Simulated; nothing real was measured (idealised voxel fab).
Title: Process Module voxel transistor to metal
Cross-section cut spans 215 nm and uses square cells 5 nm in size.
Throughout this document, each cross-section is represented as a grid of square cells and is presented as a sequence of bands enumerated from the top downward, where a band comprises one or more rows of cells. Heads up on the band format: heights come first, top then bottom, in nm. After that it's the materials left to right, each with its width in nm. A single material flagged "everywhere" fills the whole band edge to edge, and "empty" means there's empty space there. Height is counted from the level 0, under which the received wafer is composed throughout of one material. The lowest of the bands is not closed at the bottom but continues downward, in the notation "top 0, no bottom". With a width like "30..40", each row of cells in the band differs from the next by the same amount, the top row carrying the first number and the bottom row the second. For the purposes of this document, the phrase "no change occurred" attached to a step denotes that no cell within the cross-section was modified by that step. "closed voids" - sealed voids, min. 8 cells, no opening to top; format: width x height at distance (distance from left edge; nm throughout). Post-settings text on a step line: simulator's own remark regarding the step. overlay nm: how far to the right of its planned place the mask lay on this masked step (negative: to the left).

### Intended process steps
1,RECEIVE | material Si
2,CONFORMAL_DEP | material SiO2 | thk nm 5
3,CONFORMAL_DEP | material SiN | thk nm 15
4,DIRECTIONAL_DEP | material aC | thk nm 15
5,PATTERN | tone cover | mask id ACTIVE | material resist | width nm 110 | thk nm 35 | overlay nm 0
6,DIRECTIONAL_ETCH | etch materials aC | depth nm 15
7,STRIP | etch materials resist
8,DIRECTIONAL_ETCH | etch materials SiN | depth nm 15
9,DIRECTIONAL_ETCH | etch materials SiO2 | depth nm 5
10,DIRECTIONAL_ETCH | etch materials Si | depth nm 20
11,STRIP | etch materials aC
12,OXIDIZE | depth nm 5
13,FILL_DEP | material SiO2 | thk nm 15
14,CMP | height nm 20
15,SELECTIVE_ETCH | etch materials SiO2 | depth nm 10
16,STRIP | etch materials SiN
17,SELECTIVE_ETCH | etch materials SiO2 | depth nm 5
18,OXIDIZE | depth nm 5
19,DIRECTIONAL_DEP | material polySi | thk nm 25
20,DIRECTIONAL_DEP | material SiCN | thk nm 10
21,MASKED_ETCH | tone cover | mask id GATE | width nm 30 | etch materials SiCN | depth nm 20 | overlay nm 0
22,MASKED_ETCH | tone cover | mask id GATE | width nm 30 | etch materials polySi | depth nm 35 | overlay nm 0
23,CONFORMAL_DEP | material SiO2 | thk nm 5
24,DIRECTIONAL_ETCH | etch materials SiO2 | depth nm 5
25,CONFORMAL_DEP | material SiN | thk nm 10
26,DIRECTIONAL_ETCH | etch materials SiN | depth nm 10
27,DIRECTIONAL_ETCH | etch materials SiO2 | depth nm 5
28,EPI | material nSi | thk nm 5
29,FILL_DEP | material SiO2 | thk nm 10
30,CMP | height nm 25
31,STRIP | etch materials polySi
32,SELECTIVE_ETCH | etch materials SiO2 | depth nm 5
33,CONFORMAL_DEP | material HfO2 | thk nm 5
34,CONFORMAL_DEP | material TiN | thk nm 5
35,FILL_DEP | material W | thk nm 10
36,CMP | height nm 20
37,DIRECTIONAL_DEP | material SiO2 | thk nm 10
38,PATTERN | tone open | mask id CONTACT | material resist | width nm 20 | pitch nm 90 | thk nm 20 | overlay nm 0
39,DIRECTIONAL_ETCH | etch materials SiO2 | depth nm 30
40,STRIP | etch materials resist
41,CONFORMAL_DEP | material TiN | thk nm 5
42,FILL_DEP | material Ru | thk nm 5
43,CMP | height nm 30
44,DIRECTIONAL_DEP | material TiN | thk nm 5
45,DIRECTIONAL_DEP | material Ru | thk nm 15
46,PATTERN | tone cover | mask id METAL_1 | material resist | width nm 20 | pitch nm 90 | thk nm 20 | overlay nm 0
47,DIRECTIONAL_ETCH | etch materials Ru | depth nm 15
48,DIRECTIONAL_ETCH | etch materials TiN | depth nm 5
49,STRIP | etch materials resist
50,CONFORMAL_DEP | material SiCN | thk nm 5
51,FILL_DEP | material SiO2 | thk nm 5
52,CMP | height nm 50
53,CONFORMAL_DEP | material SiN | thk nm 5
Every wafer here starts from the same state; it is the step 5 width nm that distinguishes them, and the value the plan gives belongs to the first wafer.

### Here's the first of the wafers in cross-section, just as we got it, i.e. after step 1
> top 0, no bottom  Si everywhere
> closed voids: none

### Cross-section of the first of several wafers once the module has run through its last step, step 53
> top 55, bottom 50  SiN everywhere
> top 50, bottom 35  SiO2=45, SiCN=5, Ru=20, SiCN=5, SiO2=60, SiCN=5, Ru=20, SiCN=5, SiO2=50
> top 35, bottom 30  SiCN=50, TiN=20, SiCN=70, TiN=20, SiCN=55
> top 30, bottom 20  SiO2=50, TiN=5, Ru=10, TiN=5, SiO2=70, TiN=5, Ru=10, TiN=5, SiO2=55
> top 20, bottom 10  SiO2=50, TiN=5, Ru=10, TiN=5, SiO2=5, SiN=10, HfO2=5, TiN=5, W=20, TiN=5, HfO2=5, SiN=10, SiO2=5, TiN=5, Ru=10, TiN=5, SiO2=55
> top 10, bottom 5  SiO2=50, TiN=20, SiO2=5, SiN=10, HfO2=5, TiN=5, W=20, TiN=5, HfO2=5, SiN=10, SiO2=5, TiN=20, SiO2=55
> top 5, bottom 0  SiO2=50, SiN=10, TiN=10, SiO2=5, SiN=10, HfO2=5, TiN=30, HfO2=5, SiN=10, SiO2=5, TiN=10, SiN=10, SiO2=55
> top 0, bottom -5  SiO2=60, nSi=15, SiO2=10, HfO2=40, SiO2=10, nSi=15, SiO2=65
> top -5, bottom -25  SiO2=55, Si=100, SiO2=60
> top -25, no bottom  Si everywhere
> closed voids: none

### Last wafer, end of module, cross-section
> top 55, bottom 50  SiN everywhere
> top 50, bottom 35  SiO2=45, SiCN=5, Ru=20, SiCN=5, SiO2=60, SiCN=5, Ru=20, SiCN=5, SiO2=50
> top 35, bottom 30  SiCN=50, TiN=20, SiCN=70, TiN=20, SiCN=55
> top 30, bottom 20  SiO2=50, TiN=5, Ru=10, TiN=5, SiO2=70, TiN=5, Ru=10, TiN=5, SiO2=55
> top 20, bottom 5  SiO2=50, TiN=5, Ru=10, TiN=5, SiO2=5, SiN=10, HfO2=5, TiN=5, W=20, TiN=5, HfO2=5, SiN=10, SiO2=5, TiN=5, Ru=10, TiN=5, SiO2=55
> top 5, bottom 0  SiO2=40, SiN=10, TiN=20, SiO2=5, SiN=10, HfO2=5, TiN=30, HfO2=5, SiN=10, SiO2=5, TiN=20, SiO2=5, SiN=10, SiO2=40
> top 0, bottom -5  SiO2=50, nSi=25, SiO2=10, HfO2=40, SiO2=10, nSi=30, SiO2=50
> top -5, bottom -25  SiO2=45, Si=125, SiO2=45
> top -25, no bottom  Si everywhere
> closed voids: none

### The table below has one row for each wafer; a row shows, as of the end of the module, how many cells of each material the wafer has gained, marked (+), or lost, marked (-), since it was received, and then the wafer's closed voids
width nm 110; +16 HfO2; +40 Ru; -135 Si; +47 SiCN; +63 SiN; +376 SiO2; +48 TiN; +12 W; +6 nSi; closed voids: none
width nm 115; +16 HfO2; +41 Ru; -131 Si; +47 SiCN; +63 SiN; +370 SiO2; +48 TiN; +12 W; +7 nSi; closed voids: none
width nm 120; +16 HfO2; +42 Ru; -127 Si; +47 SiCN; +63 SiN; +364 SiO2; +48 TiN; +12 W; +8 nSi; closed voids: none
width nm 125; +16 HfO2; +43 Ru; -123 Si; +47 SiCN; +63 SiN; +358 SiO2; +48 TiN; +12 W; +9 nSi; closed voids: none
width nm 130; +16 HfO2; +44 Ru; -119 Si; +47 SiCN; +63 SiN; +352 SiO2; +48 TiN; +12 W; +10 nSi; closed voids: none
width nm 135; +16 HfO2; +44 Ru; -115 Si; +47 SiCN; +63 SiN; +347 SiO2; +48 TiN; +12 W; +11 nSi; closed voids: none
